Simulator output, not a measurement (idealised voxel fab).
process module | voxel wiring stack
cross-section cut | 240 nm wide | cells 5 nm
A cross-section is a grid of square cells, given in bands from the top down. A band is one or more rows of cells.
Each band's line starts with the height of the band's top and of its bottom, in nm. Then come its materials from left to right, each with its width in nm. One material with "throughout" fills the band from edge to edge. "air" is empty space.
Height 0 is the level under which the wafer as received is all one material. The lowest band goes on downwards, as in "0 down".
A width such as "30 to 40" changes by the same amount from each row of cells to the next, from the band's top row to its bottom row.
"no change" after a step means that no cell of the cross-section changed.
closed voids: empty space of 8 cells or more with no open way to the top, each as width x height at its distance from the left edge, in nm
after a step's settings: what the simulator itself notes on the step
overlay nm, on a step with a mask: how far to the right of its planned place the mask lay; to the left if negative
Each pair below shows a cross-section before one step and the cross-section after it, down to the lowest band that changed. The line under each pair gives the step between them, with its settings. The pairs can come from different runs of this module on the same starting wafer, so a pair continues from the pair above only where its "before" says so.
before
  135 to 115: air 45 | resist 25 | air 15 | resist 25 | air 15 | resist 25 | air 15 | resist 25 | air 50
  115 to 100: air 45 | W 25 | air 15 | W 25 | air 15 | W 25 | air 15 | W 25 | air 50
  100 to 95: TiN throughout
  95 to 75: lowk 45 | Ru 15 | lowk 65 | Ru 15 | lowk 100
  75 to 70: SiCN 45 | Ru 15 | SiCN 65 | Ru 15 | SiCN 100
  70 to 40: SiO2 45 | TiN 5 | Cu 15 | TiN 5 | SiO2 15 | TiN 5 | Cu 15 | TiN 5 | SiO2 15 | TiN 5 | Cu 15 | TiN 5 | SiO2 15 | TiN 5 | Cu 15 | TiN 5 | SiO2 50
  40 to 35: SiO2 45 | TiN 5 | Cu 5 | TiN 15 | SiO2 15 | TiN 5 | Cu 5 | TiN 15 | SiO2 15 | TiN 5 | Cu 5 | TiN 15 | SiO2 15 | TiN 5 | Cu 5 | TiN 15 | SiO2 50
  35 to 30: SiCN 45 | TiN 15 | SiCN 25 | TiN 15 | SiCN 25 | TiN 15 | SiCN 25 | TiN 15 | SiCN 60
  30 to 15: SiO2 40 | SiN 5 | Ru 25 | SiN 5 | SiO2 5 | SiN 5 | Ru 25 | SiN 5 | SiO2 5 | SiN 5 | Ru 25 | SiN 5 | SiO2 5 | SiN 5 | Ru 25 | SiN 5 | SiO2 45
  15 to 10: SiN 45 | TiN 25 | SiN 15 | TiN 25 | SiN 15 | TiN 25 | SiN 15 | TiN 25 | SiN 50
  10 to 0: SiO2 throughout
  0 down: Si throughout
  closed voids: none
after
  135 to 115: air 45 | resist 25 | air 15 | resist 25 | air 15 | resist 25 | air 15 | resist 25 | air 50
  115 to 100: air 45 | W 25 | air 15 | W 25 | air 15 | W 25 | air 15 | W 25 | air 50
  100 to 95: air 45 | TiN 25 | air 15 | TiN 25 | air 15 | TiN 25 | air 15 | TiN 25 | air 50
  below 95: unchanged
  closed voids: none
the step between: op DIRECTIONAL_ETCH | etch materials TiN | depth nm 5
before: the cross-section after the pair above
after
  115 to 100: air 45 | W 25 | air 15 | W 25 | air 15 | W 25 | air 15 | W 25 | air 50
  below 100: unchanged
  closed voids: none
the step between: op STRIP | etch materials resist
before: the cross-section after the pair above
after
  120 to 115: air 40 | SiCN 35 | air 5 | SiCN 35 | air 5 | SiCN 35 | air 5 | SiCN 35 | air 45
  115 to 100: air 40 | SiCN 5 | W 25 | SiCN 5 | air 5 | SiCN 5 | W 25 | SiCN 5 | air 5 | SiCN 5 | W 25 | SiCN 5 | air 5 | SiCN 5 | W 25 | SiCN 5 | air 45
  100 to 95: SiCN 45 | TiN 25 | SiCN 15 | TiN 25 | SiCN 15 | TiN 25 | SiCN 15 | TiN 25 | SiCN 50
  below 95: unchanged
  closed voids: none
the step between: op CONFORMAL_DEP | material SiCN | thk nm 5
before: the cross-section after the pair above
after
  130 to 120: SiO2 throughout
  120 to 115: SiO2 40 | SiCN 35 | SiO2 5 | SiCN 35 | SiO2 5 | SiCN 35 | SiO2 5 | SiCN 35 | SiO2 45
  115 to 100: SiO2 40 | SiCN 5 | W 25 | SiCN 5 | SiO2 5 | SiCN 5 | W 25 | SiCN 5 | SiO2 5 | SiCN 5 | W 25 | SiCN 5 | SiO2 5 | SiCN 5 | W 25 | SiCN 5 | SiO2 45
  below 100: unchanged
  closed voids: none
the step between: op FILL_DEP | material SiO2 | thk nm 10
before: the cross-section after the pair above
after
  115 to 100: SiO2 40 | SiCN 5 | W 25 | SiCN 5 | SiO2 5 | SiCN 5 | W 25 | SiCN 5 | SiO2 5 | SiCN 5 | W 25 | SiCN 5 | SiO2 5 | SiCN 5 | W 25 | SiCN 5 | SiO2 45
  below 100: unchanged
  closed voids: none
the step between: op CMP | height nm 115
before: the cross-section after the pair above
after
  120 to 115: SiCN throughout
  below 115: unchanged
  closed voids: none
the step between: op CONFORMAL_DEP | material SiCN | thk nm 5
before
  95 to 90: lowk 45 | air 15 | lowk 65 | air 15 | lowk 100
  90 to 75: lowk 45 | Ru 15 | lowk 65 | Ru 15 | lowk 100
  75 to 70: SiCN 45 | Ru 15 | SiCN 65 | Ru 15 | SiCN 100
  70 to 55: SiO2 45 | TiN 5 | Cu 15 | TiN 5 | SiO2 15 | TiN 5 | Cu 15 | TiN 5 | SiO2 15 | TiN 5 | Cu 15 | TiN 5 | SiO2 15 | TiN 5 | Cu 15 | TiN 5 | SiO2 50
  55 to 50: SiO2 45 | TiN 5 | Cu 5 | TiN 15 | SiO2 15 | TiN 5 | Cu 5 | TiN 15 | SiO2 15 | TiN 5 | Cu 5 | TiN 15 | SiO2 15 | TiN 5 | Cu 5 | TiN 15 | SiO2 50
  50 to 35: SiO2 45 | TiN 5 | Cu 5 | TiN 5 | SiO2 25 | TiN 5 | Cu 5 | TiN 5 | SiO2 25 | TiN 5 | Cu 5 | TiN 5 | SiO2 25 | TiN 5 | Cu 5 | TiN 5 | SiO2 60
  35 to 30: SiCN 45 | TiN 15 | SiCN 25 | TiN 15 | SiCN 25 | TiN 15 | SiCN 25 | TiN 15 | SiCN 60
  30 to 15: SiO2 40 | SiN 5 | Ru 25 | SiN 5 | SiO2 5 | SiN 5 | Ru 25 | SiN 5 | SiO2 5 | SiN 5 | Ru 25 | SiN 5 | SiO2 5 | SiN 5 | Ru 25 | SiN 5 | SiO2 45
  15 to 10: SiN 45 | TiN 25 | SiN 15 | TiN 25 | SiN 15 | TiN 25 | SiN 15 | TiN 25 | SiN 50
  10 to 0: SiO2 throughout
  0 down: Si throughout
  closed voids: none
after
  100 to 95: TiN 45 | air 15 | TiN 65 | air 15 | TiN 100
  95 to 90: lowk 45 | TiN 15 | lowk 65 | TiN 15 | lowk 100
  below 90: unchanged
  closed voids: none
the step between: op DIRECTIONAL_DEP | material TiN | thk nm 5
before: the cross-section after the pair above
after
  105 to 100: Ru 50 | air 5 | Ru 75 | air 5 | Ru 105
  100 to 95: TiN 45 | Ru 15 | TiN 65 | Ru 15 | TiN 100
  below 95: unchanged
  closed voids: none
the step between: op EPI | material Ru | thk nm 5
before: the cross-section after the pair above
after
  120 to 115: W 50 | air 5 | W 75 | air 5 | W 105
  115 to 105: W throughout
  105 to 100: Ru 50 | W 5 | Ru 75 | W 5 | Ru 105
  below 100: unchanged
  closed voids: none
the step between: op DIRECTIONAL_DEP | material W | thk nm 15
before: the cross-section after the pair above
after
  140 to 120: air 45 | resist 25 | air 15 | resist 25 | air 15 | resist 25 | air 15 | resist 25 | air 50
  120 to 115: W 50 | resist 5 | W 75 | resist 5 | W 105
  below 115: unchanged
  closed voids: none
the step between: op PATTERN | tone cover | mask id METAL_3 | material resist | width nm 25 | pitch nm 40 | thk nm 20 | overlay nm 0
before: the cross-section after the pair above
after
  140 to 120: air 45 | resist 25 | air 15 | resist 25 | air 15 | resist 25 | air 15 | resist 25 | air 50
  120 to 115: air 45 | W 5 | resist 5 | W 15 | air 15 | W 25 | air 15 | W 5 | resist 5 | W 15 | air 15 | W 25 | air 50
  115 to 105: air 45 | W 25 | air 15 | W 25 | air 15 | W 25 | air 15 | W 25 | air 50
  below 105: unchanged
  closed voids: none
the step between: op DIRECTIONAL_ETCH | etch materials W | depth nm 15
before: the cross-section after the pair above
after
  120 to 115: air 45 | W 5 | air 5 | W 15 | air 15 | W 25 | air 15 | W 5 | air 5 | W 15 | air 15 | W 25 | air 50
  below 115: unchanged
  closed voids: none
the step between: op STRIP | etch materials resist
before: the cross-section after the pair above
after
  125 to 120: air 40 | SiCN 35 | air 5 | SiCN 35 | air 5 | SiCN 35 | air 5 | SiCN 35 | air 45
  120 to 115: air 40 | SiCN 5 | W 5 | SiCN 5 | W 15 | SiCN 5 | air 5 | SiCN 5 | W 25 | SiCN 5 | air 5 | SiCN 5 | W 5 | SiCN 5 | W 15 | SiCN 5 | air 5 | SiCN 5 | W 25 | SiCN 5 | air 45
  115 to 110: air 40 | SiCN 5 | W 25 | SiCN 5 | air 5 | SiCN 5 | W 25 | SiCN 5 | air 5 | SiCN 5 | W 25 | SiCN 5 | air 5 | SiCN 5 | W 25 | SiCN 5 | air 45
  110 to 105: SiCN 45 | W 25 | SiCN 15 | W 25 | SiCN 15 | W 25 | SiCN 15 | W 25 | SiCN 50
  below 105: unchanged
  closed voids: none
the step between: op CONFORMAL_DEP | material SiCN | thk nm 5
before: the cross-section after the pair above
after
  135 to 125: SiO2 throughout
  125 to 120: SiO2 40 | SiCN 35 | SiO2 5 | SiCN 35 | SiO2 5 | SiCN 35 | SiO2 5 | SiCN 35 | SiO2 45
  120 to 115: SiO2 40 | SiCN 5 | W 5 | SiCN 5 | W 15 | SiCN 5 | SiO2 5 | SiCN 5 | W 25 | SiCN 5 | SiO2 5 | SiCN 5 | W 5 | SiCN 5 | W 15 | SiCN 5 | SiO2 5 | SiCN 5 | W 25 | SiCN 5 | SiO2 45
  115 to 110: SiO2 40 | SiCN 5 | W 25 | SiCN 5 | SiO2 5 | SiCN 5 | W 25 | SiCN 5 | SiO2 5 | SiCN 5 | W 25 | SiCN 5 | SiO2 5 | SiCN 5 | W 25 | SiCN 5 | SiO2 45
  below 110: unchanged
  closed voids: none
the step between: op FILL_DEP | material SiO2 | thk nm 10
before: the cross-section after the pair above
after
  115 to 110: SiO2 40 | SiCN 5 | W 25 | SiCN 5 | SiO2 5 | SiCN 5 | W 25 | SiCN 5 | SiO2 5 | SiCN 5 | W 25 | SiCN 5 | SiO2 5 | SiCN 5 | W 25 | SiCN 5 | SiO2 45
  below 110: unchanged
  closed voids: none
the step between: op CMP | height nm 115
before: the cross-section after the pair above
after
  120 to 115: SiCN throughout
  below 115: unchanged
  closed voids: none
the step between: op CONFORMAL_DEP | material SiCN | thk nm 5
before
  85 to 75: Cu throughout
  75 to 70: TiN 50 | Cu 15 | TiN 25 | Cu 15 | TiN 25 | Cu 15 | TiN 25 | Cu 15 | TiN 55
  70 to 55: SiO2 45 | TiN 5 | Cu 15 | TiN 5 | SiO2 15 | TiN 5 | Cu 15 | TiN 5 | SiO2 15 | TiN 5 | Cu 15 | TiN 5 | SiO2 15 | TiN 5 | Cu 15 | TiN 5 | SiO2 50
  55 to 50: SiO2 45 | TiN 5 | Cu 5 | TiN 15 | SiO2 15 | TiN 5 | Cu 5 | TiN 15 | SiO2 15 | TiN 5 | Cu 5 | TiN 15 | SiO2 15 | TiN 5 | Cu 5 | TiN 15 | SiO2 50
  50 to 35: SiO2 45 | TiN 5 | Cu 5 | TiN 5 | SiO2 25 | TiN 5 | Cu 5 | TiN 5 | SiO2 25 | TiN 5 | Cu 5 | TiN 5 | SiO2 25 | TiN 5 | Cu 5 | TiN 5 | SiO2 60
  35 to 30: SiCN 45 | TiN 15 | SiCN 25 | TiN 15 | SiCN 25 | TiN 15 | SiCN 25 | TiN 15 | SiCN 60
  30 to 15: SiO2 40 | SiN 5 | Ru 25 | SiN 5 | SiO2 5 | SiN 5 | Ru 25 | SiN 5 | SiO2 5 | SiN 5 | Ru 25 | SiN 5 | SiO2 5 | SiN 5 | Ru 25 | SiN 5 | SiO2 45
  15 to 10: SiN 45 | TiN 25 | SiN 15 | TiN 25 | SiN 15 | TiN 25 | SiN 15 | TiN 25 | SiN 50
  10 to 0: SiO2 throughout
  0 down: Si throughout
  closed voids: none
after
  80 to 75: Cu throughout
  below 75: unchanged
  closed voids: none
the step between: op CMP | height nm 80
before: the cross-section after the pair above
after
  85 to 80: SiCN throughout
  below 80: unchanged
  closed voids: none
the step between: op CONFORMAL_DEP | material SiCN | thk nm 5
before: the cross-section after the pair above
after
  105 to 85: lowk throughout
  below 85: unchanged
  closed voids: none
the step between: op DIRECTIONAL_DEP | material lowk | thk nm 20
before: the cross-section after the pair above
after
  125 to 105: resist 45 | air 15 | resist 65 | air 15 | resist 100
  below 105: unchanged
  closed voids: none
the step between: op PATTERN | tone open | mask id PLUG_2 | material resist | width nm 15 | pitch nm 80 | thk nm 20 | overlay nm 0
before: the cross-section after the pair above
after
  125 to 105: resist 45 | air 15 | resist 65 | air 15 | resist 100
  105 to 85: lowk 45 | air 15 | lowk 65 | air 15 | lowk 100
  below 85: unchanged
  closed voids: none
the step between: op DIRECTIONAL_ETCH | etch materials lowk | depth nm 20
before: the cross-section after the pair above
after
  125 to 105: resist 45 | air 15 | resist 65 | air 15 | resist 100
  105 to 85: lowk 45 | air 15 | lowk 65 | air 15 | lowk 100
  85 to 80: SiCN 45 | air 15 | SiCN 65 | air 15 | SiCN 100
  below 80: unchanged
  closed voids: none
the step between: op DIRECTIONAL_ETCH | etch materials SiCN | depth nm 5
before: the cross-section after the pair above
after
  105 to 85: lowk 45 | air 15 | lowk 65 | air 15 | lowk 100
  below 85: unchanged
  closed voids: none
the step between: op STRIP | etch materials resist
before: the cross-section after the pair above
after
  105 to 90: lowk 45 | air 15 | lowk 65 | air 15 | lowk 100
  90 to 85: lowk 45 | Ru 15 | lowk 65 | Ru 15 | lowk 100
  85 to 80: SiCN 45 | Ru 15 | SiCN 65 | Ru 15 | SiCN 100
  below 80: unchanged
  closed voids: none
the step between: op EPI | material Ru | thk nm 10
before: the cross-section after the pair above
after
  105 to 100: lowk 45 | air 15 | lowk 65 | air 15 | lowk 100
  100 to 85: lowk 45 | Ru 15 | lowk 65 | Ru 15 | lowk 100
  below 85: unchanged
  closed voids: none
the step between: op EPI | material Ru | thk nm 10
before: the cross-section after the pair above
after
  105 to 85: lowk 45 | Ru 15 | lowk 65 | Ru 15 | lowk 100
  below 85: unchanged
  closed voids: none
the step between: op EPI | material Ru | thk nm 5
before: the cross-section after the pair above
after
  110 to 105: TiN throughout
  below 105: unchanged
  closed voids: none
the step between: op DIRECTIONAL_DEP | material TiN | thk nm 5
before: the cross-section after the pair above
after
  125 to 110: W throughout
  below 110: unchanged
  closed voids: none
the step between: op DIRECTIONAL_DEP | material W | thk nm 15
before: the cross-section after the pair above
after
  145 to 125: air 45 | resist 25 | air 15 | resist 25 | air 15 | resist 25 | air 15 | resist 25 | air 50
  below 125: unchanged
  closed voids: none
the step between: op PATTERN | tone cover | mask id METAL_3 | material resist | width nm 25 | pitch nm 40 | thk nm 20 | overlay nm 0
before: the cross-section after the pair above
after
  145 to 125: air 45 | resist 25 | air 15 | resist 25 | air 15 | resist 25 | air 15 | resist 25 | air 50
  125 to 110: air 45 | W 25 | air 15 | W 25 | air 15 | W 25 | air 15 | W 25 | air 50
  below 110: unchanged
  closed voids: none
the step between: op DIRECTIONAL_ETCH | etch materials W | depth nm 15
before: the cross-section after the pair above
after
  145 to 125: air 45 | resist 25 | air 15 | resist 25 | air 15 | resist 25 | air 15 | resist 25 | air 50
  125 to 110: air 45 | W 25 | air 15 | W 25 | air 15 | W 25 | air 15 | W 25 | air 50
  110 to 105: air 45 | TiN 25 | air 15 | TiN 25 | air 15 | TiN 25 | air 15 | TiN 25 | air 50
  below 105: unchanged
  closed voids: none
the step between: op DIRECTIONAL_ETCH | etch materials TiN | depth nm 5
before: the cross-section after the pair above
after
  125 to 110: air 45 | W 25 | air 15 | W 25 | air 15 | W 25 | air 15 | W 25 | air 50
  below 110: unchanged
  closed voids: none
the step between: op STRIP | etch materials resist
before: the cross-section after the pair above
after
  130 to 125: air 40 | SiCN 35 | air 5 | SiCN 35 | air 5 | SiCN 35 | air 5 | SiCN 35 | air 45
  125 to 110: air 40 | SiCN 5 | W 25 | SiCN 5 | air 5 | SiCN 5 | W 25 | SiCN 5 | air 5 | SiCN 5 | W 25 | SiCN 5 | air 5 | SiCN 5 | W 25 | SiCN 5 | air 45
  110 to 105: SiCN 45 | TiN 25 | SiCN 15 | TiN 25 | SiCN 15 | TiN 25 | SiCN 15 | TiN 25 | SiCN 50
  below 105: unchanged
  closed voids: none
the step between: op CONFORMAL_DEP | material SiCN | thk nm 5
before: the cross-section after the pair above
after
  140 to 130: SiO2 throughout
  130 to 125: SiO2 40 | SiCN 35 | SiO2 5 | SiCN 35 | SiO2 5 | SiCN 35 | SiO2 5 | SiCN 35 | SiO2 45
  125 to 110: SiO2 40 | SiCN 5 | W 25 | SiCN 5 | SiO2 5 | SiCN 5 | W 25 | SiCN 5 | SiO2 5 | SiCN 5 | W 25 | SiCN 5 | SiO2 5 | SiCN 5 | W 25 | SiCN 5 | SiO2 45
  below 110: unchanged
  closed voids: none
the step between: op FILL_DEP | material SiO2 | thk nm 10
before: the cross-section after the pair above
after
  115 to 110: SiO2 40 | SiCN 5 | W 25 | SiCN 5 | SiO2 5 | SiCN 5 | W 25 | SiCN 5 | SiO2 5 | SiCN 5 | W 25 | SiCN 5 | SiO2 5 | SiCN 5 | W 25 | SiCN 5 | SiO2 45
  below 110: unchanged
  closed voids: none
the step between: op CMP | height nm 115
before: the cross-section after the pair above
after
  120 to 115: SiCN throughout
  below 115: unchanged
  closed voids: none
the step between: op CONFORMAL_DEP | material SiCN | thk nm 5
before
  95 to 75: lowk throughout
  75 to 70: SiCN throughout
  70 to 55: SiO2 45 | TiN 5 | Cu 15 | TiN 5 | SiO2 15 | TiN 5 | Cu 15 | TiN 5 | SiO2 15 | TiN 5 | Cu 15 | TiN 5 | SiO2 15 | TiN 5 | Cu 15 | TiN 5 | SiO2 50
  55 to 50: SiO2 45 | TiN 5 | Cu 5 | TiN 15 | SiO2 15 | TiN 5 | Cu 5 | TiN 15 | SiO2 15 | TiN 5 | Cu 5 | TiN 15 | SiO2 15 | TiN 5 | Cu 5 | TiN 15 | SiO2 50
  50 to 35: SiO2 45 | TiN 5 | Cu 5 | TiN 5 | SiO2 25 | TiN 5 | Cu 5 | TiN 5 | SiO2 25 | TiN 5 | Cu 5 | TiN 5 | SiO2 25 | TiN 5 | Cu 5 | TiN 5 | SiO2 60
  35 to 30: SiCN 45 | TiN 15 | SiCN 25 | TiN 15 | SiCN 25 | TiN 15 | SiCN 25 | TiN 15 | SiCN 60
  30 to 15: SiO2 40 | SiN 5 | Ru 25 | SiN 5 | SiO2 5 | SiN 5 | Ru 25 | SiN 5 | SiO2 5 | SiN 5 | Ru 25 | SiN 5 | SiO2 5 | SiN 5 | Ru 25 | SiN 5 | SiO2 45
  15 to 10: SiN 45 | TiN 25 | SiN 15 | TiN 25 | SiN 15 | TiN 25 | SiN 15 | TiN 25 | SiN 50
  10 to 0: SiO2 throughout
  0 down: Si throughout
  closed voids: none
after
  115 to 95: resist 40 | air 25 | resist 55 | air 25 | resist 95
  below 95: unchanged
  closed voids: none
the step between: op PATTERN | tone open | mask id PLUG_2 | material resist | width nm 25 | pitch nm 80 | thk nm 20 | overlay nm 0
before: the cross-section after the pair above
after
  115 to 95: resist 40 | air 25 | resist 55 | air 25 | resist 95
  95 to 75: lowk 40 | air 25 | lowk 55 | air 25 | lowk 95
  below 75: unchanged
  closed voids: none
the step between: op DIRECTIONAL_ETCH | etch materials lowk | depth nm 20
before: the cross-section after the pair above
after
  115 to 95: resist 40 | air 25 | resist 55 | air 25 | resist 95
  95 to 75: lowk 40 | air 25 | lowk 55 | air 25 | lowk 95
  75 to 70: SiCN 40 | air 25 | SiCN 55 | air 25 | SiCN 95
  below 70: unchanged
  closed voids: none
the step between: op DIRECTIONAL_ETCH | etch materials SiCN | depth nm 5
before: the cross-section after the pair above
after
  95 to 75: lowk 40 | air 25 | lowk 55 | air 25 | lowk 95
  below 75: unchanged
  closed voids: none
the step between: op STRIP | etch materials resist
before: the cross-section after the pair above
after
  95 to 80: lowk 40 | air 25 | lowk 55 | air 25 | lowk 95
  80 to 75: lowk 40 | Ru 25 | lowk 55 | Ru 25 | lowk 95
  75 to 70: SiCN 40 | Ru 25 | SiCN 55 | Ru 25 | SiCN 95
  below 70: unchanged
  closed voids: none
the step between: op EPI | material Ru | thk nm 10
before: the cross-section after the pair above
after
  95 to 90: lowk 40 | air 25 | lowk 55 | air 25 | lowk 95
  90 to 75: lowk 40 | Ru 25 | lowk 55 | Ru 25 | lowk 95
  below 75: unchanged
  closed voids: none
the step between: op EPI | material Ru | thk nm 10
before: the cross-section after the pair above
after
  95 to 75: lowk 40 | Ru 25 | lowk 55 | Ru 25 | lowk 95
  below 75: unchanged
  closed voids: none
the step between: op EPI | material Ru | thk nm 5
before: the cross-section after the pair above
after
  100 to 95: TiN throughout
  below 95: unchanged
  closed voids: none
the step between: op DIRECTIONAL_DEP | material TiN | thk nm 5
before: the cross-section after the pair above
after
  115 to 100: W throughout
  below 100: unchanged
  closed voids: none
the step between: op DIRECTIONAL_DEP | material W | thk nm 15
before: the cross-section after the pair above
after
  135 to 115: air 45 | resist 25 | air 15 | resist 25 | air 15 | resist 25 | air 15 | resist 25 | air 50
  below 115: unchanged
  closed voids: none
the step between: op PATTERN | tone cover | mask id METAL_3 | material resist | width nm 25 | pitch nm 40 | thk nm 20 | overlay nm 0
before: the cross-section after the pair above
after
  135 to 115: air 45 | resist 25 | air 15 | resist 25 | air 15 | resist 25 | air 15 | resist 25 | air 50
  115 to 100: air 45 | W 25 | air 15 | W 25 | air 15 | W 25 | air 15 | W 25 | air 50
  below 100: unchanged
  closed voids: none
the step between: op DIRECTIONAL_ETCH | etch materials W | depth nm 15
before: the cross-section after the pair above
after
  135 to 115: air 45 | resist 25 | air 15 | resist 25 | air 15 | resist 25 | air 15 | resist 25 | air 50
  115 to 100: air 45 | W 25 | air 15 | W 25 | air 15 | W 25 | air 15 | W 25 | air 50
  100 to 95: air 45 | TiN 25 | air 15 | TiN 25 | air 15 | TiN 25 | air 15 | TiN 25 | air 50
  below 95: unchanged
  closed voids: none
the step between: op DIRECTIONAL_ETCH | etch materials TiN | depth nm 5
before: the cross-section after the pair above
after
  115 to 100: air 45 | W 25 | air 15 | W 25 | air 15 | W 25 | air 15 | W 25 | air 50
  below 100: unchanged
  closed voids: none
the step between: op STRIP | etch materials resist
before: the cross-section after the pair above
after
  120 to 115: air 40 | SiCN 35 | air 5 | SiCN 35 | air 5 | SiCN 35 | air 5 | SiCN 35 | air 45
  115 to 100: air 40 | SiCN 5 | W 25 | SiCN 5 | air 5 | SiCN 5 | W 25 | SiCN 5 | air 5 | SiCN 5 | W 25 | SiCN 5 | air 5 | SiCN 5 | W 25 | SiCN 5 | air 45
  100 to 95: SiCN 45 | TiN 25 | SiCN 15 | TiN 25 | SiCN 15 | TiN 25 | SiCN 15 | TiN 25 | SiCN 50
  below 95: unchanged
  closed voids: none
the step between: op CONFORMAL_DEP | material SiCN | thk nm 5
before: the cross-section after the pair above
after
  130 to 120: SiO2 throughout
  120 to 115: SiO2 40 | SiCN 35 | SiO2 5 | SiCN 35 | SiO2 5 | SiCN 35 | SiO2 5 | SiCN 35 | SiO2 45
  115 to 100: SiO2 40 | SiCN 5 | W 25 | SiCN 5 | SiO2 5 | SiCN 5 | W 25 | SiCN 5 | SiO2 5 | SiCN 5 | W 25 | SiCN 5 | SiO2 5 | SiCN 5 | W 25 | SiCN 5 | SiO2 45
  below 100: unchanged
  closed voids: none
the step between: op FILL_DEP | material SiO2 | thk nm 10
before: the cross-section after the pair above
after
  115 to 100: SiO2 40 | SiCN 5 | W 25 | SiCN 5 | SiO2 5 | SiCN 5 | W 25 | SiCN 5 | SiO2 5 | SiCN 5 | W 25 | SiCN 5 | SiO2 5 | SiCN 5 | W 25 | SiCN 5 | SiO2 45
  below 100: unchanged
  closed voids: none
the step between: op CMP | height nm 115
before: the cross-section after the pair above
after
  120 to 115: SiCN throughout
  below 115: unchanged
  closed voids: none
the step between: op CONFORMAL_DEP | material SiCN | thk nm 5
before
  70 to 35: SiO2 throughout
  35 to 30: SiCN throughout
  30 to 15: SiO2 40 | SiN 5 | Ru 25 | SiN 5 | SiO2 5 | SiN 5 | Ru 25 | SiN 5 | SiO2 5 | SiN 5 | Ru 25 | SiN 5 | SiO2 5 | SiN 5 | Ru 25 | SiN 5 | SiO2 45
  15 to 10: SiN 45 | TiN 25 | SiN 15 | TiN 25 | SiN 15 | TiN 25 | SiN 15 | TiN 25 | SiN 50
  10 to 0: SiO2 throughout
  0 down: Si throughout
  closed voids: none
after
  70 to 50: SiO2 40 | air 25 | SiO2 15 | air 25 | SiO2 15 | air 25 | SiO2 15 | air 25 | SiO2 55
  below 50: unchanged
  closed voids: none
the step between: op MASKED_ETCH | tone open | mask id METAL_2 | width nm 25 | pitch nm 40 | etch materials SiO2 | depth nm 20 | overlay nm -5
before: the cross-section after the pair above
after
  85 to 70: aC 40 | air 25 | aC 15 | air 25 | aC 15 | air 25 | aC 15 | air 25 | aC 55
  70 to 65: SiO2 40 | air 25 | SiO2 15 | air 25 | SiO2 15 | air 25 | SiO2 15 | air 25 | SiO2 55
  65 to 50: SiO2 40 | aC 25 | SiO2 15 | aC 25 | SiO2 15 | aC 25 | SiO2 15 | aC 25 | SiO2 55
  below 50: unchanged
  closed voids: none
the step between: op DIRECTIONAL_DEP | material aC | thk nm 15
before: the cross-section after the pair above
after
  115 to 85: resist 45 | air 15 | resist 25 | air 15 | resist 25 | air 15 | resist 25 | air 15 | resist 60
  85 to 70: aC 40 | resist 5 | air 15 | resist 5 | aC 15 | resist 5 | air 15 | resist 5 | aC 15 | resist 5 | air 15 | resist 5 | aC 15 | resist 5 | air 15 | resist 5 | aC 55
  70 to 65: SiO2 40 | resist 5 | air 15 | resist 5 | SiO2 15 | resist 5 | air 15 | resist 5 | SiO2 15 | resist 5 | air 15 | resist 5 | SiO2 15 | resist 5 | air 15 | resist 5 | SiO2 55
  below 65: unchanged
  closed voids: none
the step between: op PATTERN | tone open | mask id METAL_2_HOLES | material resist | width nm 15 | pitch nm 40 | thk nm 30 | overlay nm 0
before: the cross-section after the pair above
after
  100 to 85: resist 45 | air 15 | resist 25 | air 15 | resist 25 | air 15 | resist 25 | air 15 | resist 60
  85 to 70: aC 40 | resist 5 | air 15 | resist 5 | aC 15 | resist 5 | air 15 | resist 5 | aC 15 | resist 5 | air 15 | resist 5 | aC 15 | resist 5 | air 15 | resist 5 | aC 55
  70 to 65: SiO2 40 | resist 5 | air 15 | resist 5 | SiO2 15 | resist 5 | air 15 | resist 5 | SiO2 15 | resist 5 | air 15 | resist 5 | SiO2 15 | resist 5 | air 15 | resist 5 | SiO2 55
  65 to 50: SiO2 40 | aC 5 | air 15 | aC 5 | SiO2 15 | aC 5 | air 15 | aC 5 | SiO2 15 | aC 5 | air 15 | aC 5 | SiO2 15 | aC 5 | air 15 | aC 5 | SiO2 55
  below 50: unchanged
  closed voids: none
the step between: op DIRECTIONAL_ETCH | etch materials aC | depth nm 15
before: the cross-section after the pair above
after
  85 to 70: aC 40 | air 25 | aC 15 | air 25 | aC 15 | air 25 | aC 15 | air 25 | aC 55
  70 to 65: SiO2 40 | air 25 | SiO2 15 | air 25 | SiO2 15 | air 25 | SiO2 15 | air 25 | SiO2 55
  below 65: unchanged
  closed voids: none
the step between: op STRIP | etch materials resist
before: the cross-section after the pair above
after
  85 to 70: aC 40 | air 25 | aC 15 | air 25 | aC 15 | air 25 | aC 15 | air 25 | aC 55
  70 to 65: SiO2 40 | air 25 | SiO2 15 | air 25 | SiO2 15 | air 25 | SiO2 15 | air 25 | SiO2 55
  65 to 50: SiO2 40 | aC 5 | air 15 | aC 5 | SiO2 15 | aC 5 | air 15 | aC 5 | SiO2 15 | aC 5 | air 15 | aC 5 | SiO2 15 | aC 5 | air 15 | aC 5 | SiO2 55
  50 to 35: SiO2 45 | air 15 | SiO2 25 | air 15 | SiO2 25 | air 15 | SiO2 25 | air 15 | SiO2 60
  below 35: unchanged
  closed voids: none
the step between: op DIRECTIONAL_ETCH | etch materials SiO2 | depth nm 15
before: the cross-section after the pair above
after
  85 to 70: aC 40 | air 25 | aC 15 | air 25 | aC 15 | air 25 | aC 15 | air 25 | aC 55
  70 to 65: SiO2 40 | air 25 | SiO2 15 | air 25 | SiO2 15 | air 25 | SiO2 15 | air 25 | SiO2 55
  65 to 50: SiO2 40 | aC 5 | air 15 | aC 5 | SiO2 15 | aC 5 | air 15 | aC 5 | SiO2 15 | aC 5 | air 15 | aC 5 | SiO2 15 | aC 5 | air 15 | aC 5 | SiO2 55
  50 to 35: SiO2 45 | air 15 | SiO2 25 | air 15 | SiO2 25 | air 15 | SiO2 25 | air 15 | SiO2 60
  35 to 30: SiCN 45 | air 15 | SiCN 25 | air 15 | SiCN 25 | air 15 | SiCN 25 | air 15 | SiCN 60
  below 30: unchanged
  closed voids: none
the step between: op DIRECTIONAL_ETCH | etch materials SiCN | depth nm 5
before: the cross-section after the pair above
after
  70 to 50: SiO2 40 | air 25 | SiO2 15 | air 25 | SiO2 15 | air 25 | SiO2 15 | air 25 | SiO2 55
  below 50: unchanged
  closed voids: none
the step between: op STRIP | etch materials aC
